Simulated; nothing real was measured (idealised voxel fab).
Proc. module: voxel ribs on slabs
For reference, the cross-section in this document is cut, with width 265 nm and square cells of 5 nm.
When this document writes out a cross-section, it uses a grid of square cells and lists it as bands, beginning at the top and moving down, with a band standing for one or more rows of cells. Quick guide to a band line: top height, bottom height (nm) up front; then every material left to right with its width in nm. Only one material and it's marked "full width"? Then it fills the band edge to edge. And "blank" just means empty space. Convention: height 0 is the level below which the wafer, as received, is all one material. The lowest band does not terminate at the bottom but continues downward, represented as "0 nm and below". Width spec "30 to 40" -> top row of cells at first value, bottom row at second value, equal per-row change in between. "nothing altered" (step): cross-section cells unchanged, all of them. Basically, "Closed void catalog" tells you about the enclosed voids: empty spaces with no open way to the top, 8 cells or bigger, each written width x height at distance, where distance is from the left edge, all in nm. Read whatever lies past the settings on a step's line as the simulator's own remark about the step. overlay nm: how far to the right of its planned place the mask lay on this masked step (negative: to the left).
INTENDED PROCESS STEPS
step 1: RECEIVE [material Si]
step 2: DIRECTIONAL_DEP [material SiO2] [thk nm 25]
step 3: DIRECTIONAL_DEP [material polySi] [thk nm 15]
step 4: DIRECTIONAL_DEP [material aC] [thk nm 15]
step 5: PATTERN [tone cover] [mask id RIB] [material resist] [width nm 20] [thk nm 30] [overlay nm 0]
step 6: DIRECTIONAL_ETCH [etch materials aC] [depth nm 15]
step 7: STRIP [etch materials resist]
step 8: DIRECTIONAL_ETCH [etch materials polySi] [depth nm 5]
step 9: STRIP [etch materials aC]
step 10: DIRECTIONAL_DEP [material aC] [thk nm 10]
step 11: PATTERN [tone cover] [mask id SLAB] [material resist] [width nm 50] [thk nm 25] [overlay nm 0]
step 12: DIRECTIONAL_ETCH [etch materials aC] [depth nm 10]
step 13: STRIP [etch materials resist]
step 14: DIRECTIONAL_ETCH [etch materials polySi] [depth nm 10]
step 15: STRIP [etch materials aC]
step 16: FILL_DEP [material SiO2] [thk nm 30]
step 17: CMP [height nm 60]
step 18: DIRECTIONAL_DEP [material W] [thk nm 10]
step 19: MASKED_ETCH [tone cover] [mask id HEATER] [width nm 30] [etch materials W] [depth nm 10] [overlay nm 0]
step 20: CONFORMAL_DEP [material SiO2] [thk nm 10]
CROSS-SECTION: WAFER ON ARRIVAL = AFTER STEP 1
> 0 nm and below | Si full width
> Closed void catalog: none
THE FIRST OF TWO WAFERS, CROSS-SECTIONED AT THE END OF THE MODULE, WITH THE RUN PROCEEDING AS PLANNED
> 80 nm to 70 nm | blank=105, then SiO2=50, then blank=110
> 70 nm to 60 nm | SiO2=115, then W=30, then SiO2=120
> 60 nm to 40 nm | SiO2 full width
> 40 nm to 35 nm | SiO2=120, then polySi=20, then SiO2=125
> 35 nm to 25 nm | SiO2=105, then polySi=50, then SiO2=110
> 25 nm to 0 nm | SiO2 full width
> 0 nm and below | Si full width
> Closed void catalog: none
END OF MODULE, SECOND WAFER, CROSS-SECTION. STARTED LIKE THE FIRST, PLANNED LIKE THE FIRST, RUN WITH ONE MISTAKE
> 80 nm to 70 nm | blank=105, then SiO2=50, then blank=110
> 70 nm to 60 nm | SiO2=115, then W=30, then SiO2=120
> 60 nm to 15 nm | SiO2 full width
> 15 nm to 0 nm | polySi full width
> 0 nm and below | Si full width
> Closed void catalog: none
Heads up, the wafer didn't run the way we planned it: steps 2 and 3 got flipped, so each one ran where the other should have
End check, counted in cells, second wafer has more or fewer of these materials than the first: 135 fewer of SiO2 | 135 more of polySi
